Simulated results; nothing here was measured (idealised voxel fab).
voxel spacer lines: a process module
Cross-section cut spans 155 nm and uses square cells 5 nm in size.
Cross-sections here: square-cell grids, written as top-down lists of bands, a band being one or more rows of cells.
Basically the band line says how high the top is and how high the bottom is, in nm, and then what's in it from left to right, every material with its width in nm. Empty space shows up as "blank", and if a single material carries "full width" it runs the full band edge to edge.
Note: height 0 marks the level under which the wafer is uniformly one material as received. Lowest band unbounded below, written "0..down".
Graded width ("30 to 40"): value in top row of band = first number; value in bottom row = second number; row-to-row change constant.
For the purposes of this document, the phrase "changes: none" attached to a step denotes that no cell within the cross-section was modified by that step.
"Sealed voids" specifies each empty space that is not open to the top and that occupies no fewer than 8 cells, using the form width x height at distance, the distance measured from the left edge and all three quantities in nm.
Read whatever lies past the settings on a step's line as the simulator's own remark about the step.
overlay nm: for a step with a mask, the amount by which the mask lay right of where it was planned; a negative amount means left of it.
Process steps foreseen in the plan
1: RECEIVE | material Si
2: CONFORMAL_DEP | material Al2O3 | thk nm 10
3: DIRECTIONAL_DEP | material W | thk nm 20
4: DIRECTIONAL_DEP | material aC | thk nm 30
5: PATTERN | tone cover | mask id MANDREL | material resist | width nm 20 | pitch nm 60 | thk nm 40 | overlay nm 0
6: DIRECTIONAL_ETCH | etch materials aC | depth nm 30
7: STRIP | etch materials resist
8: CONFORMAL_DEP | material SiN | thk nm 10
9: DIRECTIONAL_ETCH | etch materials SiN | depth nm 10
10: STRIP | etch materials aC
11: DIRECTIONAL_ETCH | etch materials W | depth nm 20
12: STRIP | etch materials SiN
Cross-section of the wafer as it came to us, i.e., already through step 1
	0..down = Si full width
	Sealed voids: none
This is how the wafer looks in cross-section once the module is done, given the starting state and plan above and one mistake in carrying the plan out
	50..30 = blank 25 nm; W 10 nm; blank 20 nm; W 10 nm; blank 20 nm; W 10 nm; blank 20 nm; W 10 nm; blank 30 nm
	30..10 = W full width
	10..0 = Al2O3 full width
	0..down = Si full width
	Sealed voids: none
So what did we get wrong on this run? the plan had its step 3 run twice
